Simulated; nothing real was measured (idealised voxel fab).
process module | voxel ribs on slabs
cross-section cut | 270 nm wide | cells 5 nm
A cross-section is a grid of square cells, given in bands from the top down. A band is one or more rows of cells.
Each band's line starts with the height of the band's top and of its bottom, in nm. Then come its materials from left to right, each with its width in nm. One material with "throughout" fills the band from edge to edge. "air" is empty space.
Height 0 is the level under which the wafer as received is all one material. The lowest band goes on downwards, as in "0 down".
A width such as "30 to 40" changes by the same amount from each row of cells to the next, from the band's top row to its bottom row.
"no change" after a step means that no cell of the cross-section changed.
closed voids: empty space of 8 cells or more with no open way to the top, each as width x height at its distance from the left edge, in nm
after a step's settings: what the simulator itself notes on the step
overlay nm, on a step with a mask: how far to the right of its planned place the mask lay; to the left if negative
plan
1 op RECEIVE | material Si
2 op DIRECTIONAL_DEP | material SiO2 | thk nm 25
3 op DIRECTIONAL_DEP | material SiN | thk nm 20
4 op PATTERN | tone cover | mask id RIB | material resist | width nm 30 | thk nm 15 | overlay nm 0
5 op DIRECTIONAL_ETCH | etch materials SiN | depth nm 15
6 op STRIP | etch materials resist
7 op MASKED_ETCH | tone cover | mask id SLAB | width nm 80 | etch materials SiN | depth nm 5 | overlay nm 0
8 op FILL_DEP | material SiO2 | thk nm 25
9 op CMP | height nm 65
10 op DIRECTIONAL_DEP | material TiN | thk nm 5
11 op DIRECTIONAL_DEP | material aC | thk nm 15
12 op PATTERN | tone cover | mask id HEATER | material resist | width nm 40 | thk nm 35 | overlay nm 0
13 op DIRECTIONAL_ETCH | etch materials aC | depth nm 15
14 op STRIP | etch materials resist
15 op DIRECTIONAL_ETCH | etch materials TiN | depth nm 5
16 op STRIP | etch materials aC
17 op CONFORMAL_DEP | material SiO2 | thk nm 10
as received, after step 1
  0 down: Si throughout
  closed voids: none
a wafer at the end: this start, this plan, one mistake
  80 to 75: air 105 | SiO2 60 | air 105
  75 to 70: SiO2 throughout
  70 to 65: SiO2 115 | TiN 40 | SiO2 115
  65 to 50: SiO2 120 | SiN 30 | SiO2 120
  50 to 45: SiO2 95 | SiN 80 | SiO2 95
  45 to 25: SiN throughout
  25 to 0: SiO2 throughout
  0 down: Si throughout
  closed voids: none
what went wrong: step 3 was run twice
